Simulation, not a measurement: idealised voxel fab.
Herein follows the process module entitled voxel wiring stack.
FYI the section here is cut, 265 nm wide, cells are 5 nm squares.
In what follows, cross-sections appear as grids of square cells, described through bands that run from the top down, where every band is one or more rows of cells.
Band: top and bottom heights (nm) first, top before bottom; then materials from left to right, widths in nm. "edge to edge" marks a sole material filling the band edge to edge. "blank" denotes empty space.
For the purposes of this specification, 0 denotes the height below which the wafer in its as-received condition is composed wholly of one material, and the lowermost band, lacking a lower limit, extends downward without end, as expressed in "top 0, no bottom".
Note: "30->40" means the width goes from the first number (top row of the band) to the second number (bottom row) in equal steps per row of cells.
Any step labelled "remains unaltered" changed none of the cells in the cross-section.
Under "Fully enclosed voids" you'll find the enclosed gaps, the ones with no way out to the top, that are 8 cells or bigger; each reads width x height at distance, with distance counted from the left edge, everything in nm.
Post-settings text on a step line: simulator's own remark regarding the step.
"overlay nm" denotes, for a step that has a mask, the displacement of the mask to the right of its planned place, with negative values corresponding to the left.

[The steps planned for the process are as follows]
- 1: RECEIVE: material Si
- 2: CONFORMAL_DEP: material SiO2, thk nm 10
- 3: CONFORMAL_DEP: material SiN, thk nm 5
- 4: DIRECTIONAL_DEP: material lowk, thk nm 15
- 5: PATTERN: tone open, mask id METAL_1, material resist, width nm 30, pitch nm 60, thk nm 20, overlay nm 0
- 6: DIRECTIONAL_ETCH: etch materials lowk, depth nm 15
- 7: DIRECTIONAL_ETCH: etch materials SiN, depth nm 5
- 8: STRIP: etch materials resist
- 9: CONFORMAL_DEP: material TiN, thk nm 5
- 10: FILL_DEP: material Cu, thk nm 10
- 11: CMP: height nm 30
- 12: CONFORMAL_DEP: material SiCN, thk nm 5
- 13: DIRECTIONAL_DEP: material lowk, thk nm 25
- 14: DIRECTIONAL_DEP: material aC, thk nm 10
- 15: PATTERN: tone open, mask id METAL_2, material resist, width nm 30, pitch nm 60, thk nm 30, overlay nm 0
- 16: DIRECTIONAL_ETCH: etch materials aC, depth nm 10
- 17: STRIP: etch materials resist
- 18: DIRECTIONAL_ETCH: etch materials lowk, depth nm 15
- 19: STRIP: etch materials aC
- 20: DIRECTIONAL_DEP: material aC, thk nm 10
- 21: PATTERN: tone open, mask id METAL_2_HOLES, material resist, width nm 15, thk nm 30, overlay nm 0
- 22: DIRECTIONAL_ETCH: etch materials aC, depth nm 10
- 23: STRIP: etch materials resist
- 24: DIRECTIONAL_ETCH: etch materials lowk, depth nm 10
- 25: DIRECTIONAL_ETCH: etch materials SiCN, depth nm 5
- 26: STRIP: etch materials aC
- 27: CONFORMAL_DEP: material TiN, thk nm 5
- 28: FILL_DEP: material Cu, thk nm 5
- 29: CMP: height nm 60
- 30: CONFORMAL_DEP: material SiN, thk nm 5

[Wafer at receipt (post step 1), cross-section]
  top 0, no bottom: Si edge to edge
  Fully enclosed voids: none

[Starting wafer: above. Plan: above. Run: one mistake. Cross-section after the module: below]
  top 65, bottom 60: SiN edge to edge
  top 60, bottom 50: lowk: 85 | TiN: 5 | Cu: 20 | TiN: 5 | lowk: 30 | TiN: 5 | Cu: 20 | TiN: 5 | lowk: 90
  top 50, bottom 45: lowk: 85 | TiN: 5 | Cu: 5 | TiN: 20 | lowk: 30 | TiN: 30 | lowk: 90
  top 45, bottom 35: lowk: 85 | TiN: 5 | Cu: 5 | TiN: 5 | lowk: 165
  top 35, bottom 30: SiCN: 85 | TiN: 15 | SiCN: 165
  top 30, bottom 25: Cu edge to edge
  top 25, bottom 20: TiN: 90 | Cu: 20 | TiN: 40 | Cu: 20 | TiN: 95
  top 20, bottom 5: lowk: 85 | TiN: 5 | Cu: 20 | TiN: 5 | lowk: 30 | TiN: 5 | Cu: 20 | TiN: 5 | lowk: 90
  top 5, bottom 0: SiN: 85 | TiN: 30 | SiN: 30 | TiN: 30 | SiN: 90
  top 0, no bottom: Si edge to edge
  Fully enclosed voids: none
What was done differently from what was planned? the run left out plan step 2 entirely, so it was never executed
